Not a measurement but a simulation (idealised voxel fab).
Process module in this document: voxel ribs on slabs
Cross-section cut: width 185 nm, square cells of 5 nm.
How to read a cross-section here: the picture is a grid of square cells, written as bands going from the top down, and any band can span one or more rows of cells. Within each band entry, the heights of the top and of the bottom of the band appear first, in that order and in nm; the materials of the band then follow from left to right, each with its corresponding width in nm. The designation "all across" on a single material indicates that it fills the band from edge to edge; the designation "air" indicates empty space. Heights are expressed relative to 0, this being the level below which the as-received wafer comprises one material exclusively. The lowest band is unbounded in the downward direction and is denoted as in "0 -> down". You'd read "30->40" like this: the band's top row of cells is as wide as the first number, its bottom row is as wide as the second, and going down, every row changes width by the same amount as the row before did. It should be understood that the words "nothing was modified", when stated for a given step, signify that the cross-section underwent no change in any of its cells during that step. The label "Enclosed cavity list" introduces a list of the empty spaces, 8 cells or larger, that have no open way up to the top; each entry in it reads width x height at distance, where the distance is taken from the left edge and all three are stated in nm. What comes after the settings on a step's line is commentary from the simulator itself on that step. overlay nm: mask offset rightward from planned place, masked step; negative means leftward offset.

### Set out below are the planned steps of the process
1 RECEIVE, material Si
2 DIRECTIONAL_DEP, material SiO2, thk nm 30
3 DIRECTIONAL_DEP, material SiN, thk nm 15
4 DIRECTIONAL_DEP, material aC, thk nm 15
5 PATTERN, tone cover, mask id RIB, material resist, width nm 30, thk nm 35, overlay nm 0
6 DIRECTIONAL_ETCH, etch materials aC, depth nm 15
7 STRIP, etch materials resist
8 DIRECTIONAL_ETCH, etch materials SiN, depth nm 5
9 STRIP, etch materials aC
10 DIRECTIONAL_DEP, material aC, thk nm 10
11 PATTERN, tone cover, mask id SLAB, material resist, width nm 80, thk nm 30, overlay nm 0
12 DIRECTIONAL_ETCH, etch materials aC, depth nm 10
13 STRIP, etch materials resist
14 DIRECTIONAL_ETCH, etch materials SiN, depth nm 10
15 STRIP, etch materials aC
16 FILL_DEP, material SiO2, thk nm 15
17 CMP, height nm 55
18 DIRECTIONAL_DEP, material W, thk nm 10
19 MASKED_ETCH, tone cover, mask id HEATER, width nm 40, etch materials W, depth nm 10, overlay nm 0
20 CONFORMAL_DEP, material SiN, thk nm 10

### Incoming wafer, cross-sectional view, post step 1
* 0 -> down: Si all across
* Enclosed cavity list: none

### Cross-section, first of two wafers, end of module, run as planned
* 75 -> 65: 60 air  60 SiN  65 air
* 65 -> 55: 70 SiN  40 W  75 SiN
* 55 -> 45: SiO2 all across
* 45 -> 40: 75 SiO2  30 SiN  80 SiO2
* 40 -> 30: 50 SiO2  80 SiN  55 SiO2
* 30 -> 0: SiO2 all across
* 0 -> down: Si all across
* Enclosed cavity list: none

### So this is wafer number two of the two, cut at the end of the module - it started where the first did and had the same plan, we just got one thing wrong running it
* 65 -> 55: 70 air  40 W  75 air
* 55 -> 45: SiO2 all across
* 45 -> 40: 75 SiO2  30 SiN  80 SiO2
* 40 -> 30: 50 SiO2  80 SiN  55 SiO2
* 30 -> 0: SiO2 all across
* 0 -> down: Si all across
* Enclosed cavity list: none
Heads up, the wafer didn't run the way we planned it: step 20 of the plan never got run, it was skipped over
Count the cells at the end and the second wafer has more or fewer of some materials than the first: 82 fewer of SiN
